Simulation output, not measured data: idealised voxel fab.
Process module, titled voxel transistor to metal
We display cut, a cross-section 165 nm in width whose square cells are each 5 nm.
In this document a cross-section is written as a grid of square cells. It is given as a series of bands, listed from the top down, and a band is one or more rows of cells. Band entry format. Leading values: height of top, height of bottom, nm. Remainder: materials in left-to-right order, each with its width in nm. Special words: "everywhere" on a single material, which then fills the band edge to edge; "air", empty space. Height 0 is the level under which the wafer as received is all one material. The lowest band goes on downwards, as in "z 0 and below". Width: "30->40" (first number = top row, second number = bottom row, same change from row to row of cells). You'll sometimes find "no change occurred" written for a step, and that's the way of saying that nowhere in the cross-section did a cell change during that step. If an empty space has no open way to the top and is at least 8 cells in size, "Closed internal voids" lists it, written width x height at distance, where distance is measured from the left edge and every value is in nm. What comes after the settings on a step's line is commentary from the simulator itself on that step. Steps that use a mask can have "overlay nm" on their line. It says how far the mask sat to the right of where it was meant to be. Negative means to the left.
THE STEPS PLANNED FOR THE PROCESS ARE AS FOLLOWS
1. RECEIVE with material Si
2. CONFORMAL_DEP with material SiO2, thk nm 5
3. CONFORMAL_DEP with material SiN, thk nm 15
4. MASKED_ETCH with tone cover, mask id ACTIVE, width nm 115, etch materials SiN, depth nm 15, overlay nm 0
5. MASKED_ETCH with tone cover, mask id ACTIVE, width nm 115, etch materials SiO2, depth nm 5, overlay nm 0
6. MASKED_ETCH with tone cover, mask id ACTIVE, width nm 115, etch materials Si, depth nm 20, overlay nm 0
7. FILL_DEP with material SiO2, thk nm 15
8. CMP with height nm 20
9. SELECTIVE_ETCH with etch materials SiO2, depth nm 5
10. STRIP with etch materials SiN
11. SELECTIVE_ETCH with etch materials SiO2, depth nm 5
12. OXIDIZE with depth nm 5
13. DIRECTIONAL_DEP with material polySi, thk nm 25
14. DIRECTIONAL_DEP with material SiCN, thk nm 10
15. MASKED_ETCH with tone cover, mask id GATE, width nm 15, etch materials SiCN, depth nm 20, overlay nm 0
16. MASKED_ETCH with tone cover, mask id GATE, width nm 15, etch materials polySi, depth nm 35, overlay nm 0
17. CONFORMAL_DEP with material SiO2, thk nm 5
18. DIRECTIONAL_ETCH with etch materials SiO2, depth nm 5
19. CONFORMAL_DEP with material SiN, thk nm 10
20. DIRECTIONAL_ETCH with etch materials SiN, depth nm 10
21. DIRECTIONAL_ETCH with etch materials SiO2, depth nm 5
22. DIRECTIONAL_ETCH with etch materials Si, depth nm 5
23. EPI with material nSi, thk nm 10
24. FILL_DEP with material SiO2, thk nm 10
25. CMP with height nm 35
26. DIRECTIONAL_DEP with material SiO2, thk nm 15
27. PATTERN with tone open, mask id CONTACT, material resist, width nm 20, pitch nm 75, thk nm 20, overlay nm 0
28. DIRECTIONAL_ETCH with etch materials SiO2, depth nm 50
29. STRIP with etch materials resist
30. CONFORMAL_DEP with material TiN, thk nm 5
31. FILL_DEP with material Ru, thk nm 10
32. CMP with height nm 50
33. CONFORMAL_DEP with material SiN, thk nm 5
34. DIRECTIONAL_DEP with material lowk, thk nm 15
35. PATTERN with tone open, mask id METAL_1, material resist, width nm 20, pitch nm 75, thk nm 15, overlay nm 0
36. DIRECTIONAL_ETCH with etch materials lowk, depth nm 15
37. DIRECTIONAL_ETCH with etch materials SiN, depth nm 5
38. STRIP with etch materials resist
39. CONFORMAL_DEP with material TiN, thk nm 5
40. FILL_DEP with material Ru, thk nm 5
41. CMP with height nm 70
42. CONFORMAL_DEP with material SiCN, thk nm 5
43. DIRECTIONAL_DEP with material lowk, thk nm 25
44. MASKED_ETCH with tone open, mask id METAL_2_HOLES, width nm 15, pitch nm 75, etch materials lowk, depth nm 25, overlay nm 0
45. DIRECTIONAL_DEP with material aC, thk nm 10
46. PATTERN with tone open, mask id METAL_2, material resist, width nm 20, pitch nm 75, thk nm 25, overlay nm 0
47. DIRECTIONAL_ETCH with etch materials aC, depth nm 10
48. STRIP with etch materials resist
49. DIRECTIONAL_ETCH with etch materials lowk, depth nm 15
50. DIRECTIONAL_ETCH with etch materials SiCN, depth nm 5
51. STRIP with etch materials aC
52. CONFORMAL_DEP with material TiN, thk nm 5
53. FILL_DEP with material Ru, thk nm 10
54. CMP with height nm 100
55. CONFORMAL_DEP with material SiCN, thk nm 5
WAFER AS RECEIVED: CROSS-SECTION FOLLOWING STEP 1
z 0 and below = Si everywhere
Closed internal voids: none
CROSS-SECTIONAL VIEW OF THE FIRST OF THE TWO WAFERS UPON COMPLETION OF THE MODULE, PROCESSED IN ACCORDANCE WITH THE PLAN
z 105 to 100 = SiCN everywhere
z 100 to 90 = lowk=35 / TiN=5 / Ru=10 / TiN=5 / lowk=55 / TiN=5 / Ru=10 / TiN=5 / lowk=35
z 90 to 85 = lowk=35 / TiN=5 / Ru=5 / TiN=10 / lowk=55 / TiN=5 / Ru=5 / TiN=10 / lowk=35
z 85 to 75 = lowk=35 / TiN=5 / Ru=5 / TiN=5 / lowk=60 / TiN=5 / Ru=5 / TiN=5 / lowk=40
z 75 to 70 = SiCN=35 / TiN=15 / SiCN=60 / TiN=15 / SiCN=40
z 70 to 55 = lowk=35 / TiN=5 / Ru=10 / TiN=5 / lowk=55 / TiN=5 / Ru=10 / TiN=5 / lowk=35
z 55 to 50 = SiN=35 / TiN=20 / SiN=55 / TiN=20 / SiN=35
z 50 to 35 = SiO2=35 / TiN=5 / Ru=10 / TiN=5 / SiO2=55 / TiN=5 / Ru=10 / TiN=5 / SiO2=35
z 35 to 25 = SiO2=35 / TiN=5 / Ru=10 / TiN=5 / SiO2=5 / SiN=10 / SiO2=5 / SiCN=15 / SiO2=5 / SiN=10 / SiO2=5 / TiN=5 / Ru=10 / TiN=5 / SiO2=35
z 25 to 10 = SiO2=35 / TiN=5 / Ru=10 / TiN=5 / SiO2=5 / SiN=10 / SiO2=5 / polySi=15 / SiO2=5 / SiN=10 / SiO2=5 / TiN=5 / Ru=10 / TiN=5 / SiO2=35
z 10 to 5 = SiO2=25 / SiN=10 / TiN=20 / SiO2=5 / SiN=10 / SiO2=5 / polySi=15 / SiO2=5 / SiN=10 / SiO2=5 / TiN=20 / SiN=10 / SiO2=25
z 5 to 0 = SiO2=25 / SiN=10 / nSi=10 / TiN=5 / nSi=10 / SiN=10 / SiO2=5 / polySi=15 / SiO2=5 / SiN=10 / nSi=10 / TiN=5 / nSi=10 / SiN=10 / SiO2=25
z 0 to -5 = SiO2=35 / nSi=25 / SiO2=45 / nSi=25 / SiO2=35
z -5 to -10 = SiO2=25 / Si=10 / nSi=25 / Si=45 / nSi=25 / Si=10 / SiO2=25
z -10 to -20 = SiO2=25 / Si=115 / SiO2=25
z -20 and below = Si everywhere
Closed internal voids: none
END OF MODULE, SECOND WAFER, CROSS-SECTION. STARTED LIKE THE FIRST, PLANNED LIKE THE FIRST, RUN WITH ONE MISTAKE
z 105 to 100 = SiCN everywhere
z 100 to 90 = lowk=35 / TiN=5 / Ru=10 / TiN=5 / lowk=55 / TiN=5 / Ru=10 / TiN=5 / lowk=35
z 90 to 85 = lowk=35 / TiN=5 / Ru=5 / TiN=10 / lowk=55 / TiN=5 / Ru=5 / TiN=10 / lowk=35
z 85 to 75 = lowk=35 / TiN=5 / Ru=5 / TiN=5 / lowk=60 / TiN=5 / Ru=5 / TiN=5 / lowk=40
z 75 to 70 = SiCN=35 / TiN=15 / SiCN=60 / TiN=15 / SiCN=40
z 70 to 55 = lowk=35 / TiN=5 / Ru=10 / TiN=5 / lowk=55 / TiN=5 / Ru=10 / TiN=5 / lowk=35
z 55 to 50 = SiN=35 / TiN=20 / SiN=55 / TiN=20 / SiN=35
z 50 to 35 = SiO2=35 / TiN=5 / Ru=10 / TiN=5 / SiO2=55 / TiN=5 / Ru=10 / TiN=5 / SiO2=35
z 35 to 30 = SiO2=35 / TiN=5 / Ru=10 / TiN=5 / SiO2=5 / SiN=10 / SiO2=5 / SiCN=15 / SiO2=5 / SiN=10 / SiO2=5 / TiN=5 / Ru=10 / TiN=5 / SiO2=35
z 30 to 15 = SiO2=35 / TiN=5 / Ru=10 / TiN=5 / SiO2=5 / SiN=10 / SiO2=5 / polySi=15 / SiO2=5 / SiN=10 / SiO2=5 / TiN=5 / Ru=10 / TiN=5 / SiO2=35
z 15 to 10 = SiO2=35 / TiN=20 / SiO2=5 / SiN=10 / SiO2=5 / polySi=15 / SiO2=5 / SiN=10 / SiO2=5 / TiN=20 / SiO2=35
z 10 to 5 = SiO2=30 / SiN=10 / nSi=20 / SiN=10 / SiO2=5 / polySi=15 / SiO2=5 / SiN=10 / nSi=20 / SiN=10 / SiO2=30
z 5 to 0 = SiO2=40 / nSi=20 / SiO2=45 / nSi=20 / SiO2=40
z 0 to -5 = SiO2=25 / Si=15 / nSi=20 / Si=45 / nSi=20 / Si=15 / SiO2=25
z -5 to -20 = SiO2=25 / Si=115 / SiO2=25
z -20 and below = Si everywhere
Closed internal voids: none
What was done differently from what was planned? steps 10 and 11 swapped
Final wafer comparison in cells, second versus first, more or fewer per material: 4 fewer of Ru | 25 more of Si | 3 fewer of SiCN | 8 fewer of SiN | 6 fewer of TiN | 4 fewer of nSi
